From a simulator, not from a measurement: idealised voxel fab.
Title: Process Module voxel gate over fins
Xsec cut, 190 nm wide, square cell size 5 nm.
Square cells in a grid make up a cross-section in this document, and the grid is given as bands, listed from the top down, each one or more rows of cells.
Per band: top height and bottom height in nm, followed by the left-to-right materials and their widths in nm; "everywhere" marks a single material spanning edge to edge, "empty" marks empty space.
Basically, 0 is our baseline, since under it the wafer straight out of the box is all one material. The bottom band has no lower end and keeps on going down, so it looks like "top 0, no bottom".
With a width like "30 to 40", each row of cells in the band differs from the next by the same amount, the top row carrying the first number and the bottom row the second.
Basically "nothing got changed" means that step didn't change any cell in the cross-section.
"Internal closed voids": sealed empty spaces, 8 cells or more, no open way to top, listed width x height at distance, with distance from the left edge and width, height and distance in nm.
after a step's settings: what the simulator itself notes on the step
The "overlay nm" setting may appear on a step's line; for a step that uses a mask, it gives how far to the right of its planned position the mask lay, and a negative value indicates the left.

HERE'S WHAT THE PLANNED PROCESS STEPS LOOK LIKE
step 1: RECEIVE (material Si)
step 2: CONFORMAL_DEP (material SiN; thk nm 10)
step 3: DIRECTIONAL_DEP (material aC; thk nm 15)
step 4: PATTERN (tone cover; mask id FINS; material resist; width nm 15; pitch nm 40; thk nm 30; overlay nm 0)
step 5: DIRECTIONAL_ETCH (etch materials aC; depth nm 15)
step 6: STRIP (etch materials resist)
step 7: DIRECTIONAL_ETCH (etch materials SiN; depth nm 10)
step 8: DIRECTIONAL_ETCH (etch materials Si; depth nm 30)
step 9: STRIP (etch materials aC)
step 10: FILL_DEP (material SiO2; thk nm 10)
step 11: CMP (height nm 10)
step 12: SELECTIVE_ETCH (etch materials SiO2; depth nm 25)
step 13: STRIP (etch materials SiN)
step 14: CONFORMAL_DEP (material HfO2; thk nm 5)
step 15: CONFORMAL_DEP (material TiN; thk nm 5)
step 16: CONFORMAL_DEP (material TiAl; thk nm 5)
step 17: CONFORMAL_DEP (material TiN; thk nm 5)
step 18: FILL_DEP (material W; thk nm 10)
step 19: CMP (height nm 25)
step 20: CONFORMAL_DEP (material SiCN; thk nm 5)
Every wafer here starts from the same state; it is the step 4 width nm that distinguishes them, and the value the plan gives belongs to the first wafer.

FIRST OF SEVERAL WAFERS, RECEIVED AFTER STEP 1, IN CROSS-SECTION
	top 0, no bottom = Si everywhere
	Internal closed voids: none

THE TABLE BELOW HAS ONE ROW FOR EACH WAFER; A ROW SHOWS, AS OF THE END OF THE MODULE, HOW MANY CELLS OF EACH MATERIAL THE WAFER HAS GAINED, MARKED (+), OR LOST, MARKED (-), SINCE IT WAS RECEIVED, AND THEN THE WAFER'S CLOSED VOIDS
width nm 15, +56 HfO2, -174 Si, +38 SiCN, +87 SiO2, +50 TiAl, +100 TiN, +71 W, Internal closed voids: none
width nm 20, +56 HfO2, -156 Si, +38 SiCN, +78 SiO2, +44 TiAl, +100 TiN, +68 W, Internal closed voids: none
width nm 25, +56 HfO2, -138 Si, +38 SiCN, +69 SiO2, +44 TiAl, +94 TiN, +65 W, Internal closed voids: none
